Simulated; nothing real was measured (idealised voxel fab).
process module | voxel lift off
cross-section cut | 165 nm wide | cells 5 nm
A cross-section is a grid of square cells, given in bands from the top down. A band is one or more rows of cells.
Each band's line starts with the height of the band's top and of its bottom, in nm. Then come its materials from left to right, each with its width in nm. One material with "throughout" fills the band from edge to edge. "air" is empty space.
Height 0 is the level under which the wafer as received is all one material. The lowest band goes on downwards, as in "0 down".
A width such as "30 to 40" changes by the same amount from each row of cells to the next, from the band's top row to its bottom row.
"no change" after a step means that no cell of the cross-section changed.
closed voids: empty space of 8 cells or more with no open way to the top, each as width x height at its distance from the left edge, in nm
after a step's settings: what the simulator itself notes on the step
overlay nm, on a step with a mask: how far to the right of its planned place the mask lay; to the left if negative
plan
1 op RECEIVE | material Si
2 op CONFORMAL_DEP | material SiO2 | thk nm 15
3 op PATTERN | tone open | mask id LINES | material resist | width nm 20 | pitch nm 35 | thk nm 25 | overlay nm 0
4 op DIRECTIONAL_DEP | material Ru | thk nm 15
5 op STRIP | etch materials resist
6 op CONFORMAL_DEP | material SiN | thk nm 10
as received, after step 1
  0 down: Si throughout
  closed voids: none
a wafer at the end: this start, this plan, one mistake
  40 to 30: air 25 | SiO2 110 | air 30
  30 to 25: air 25 | SiO2 10 | Ru 20 | SiO2 15 | Ru 20 | SiO2 15 | Ru 20 | SiO2 10 | air 30
  25 to 15: SiO2 35 | Ru 20 | SiO2 15 | Ru 20 | SiO2 15 | Ru 20 | SiO2 40
  15 to 0: SiO2 throughout
  0 down: Si throughout
  closed voids: none
what went wrong: step 6 ran as: op CONFORMAL_DEP | material SiO2 | thk nm 10
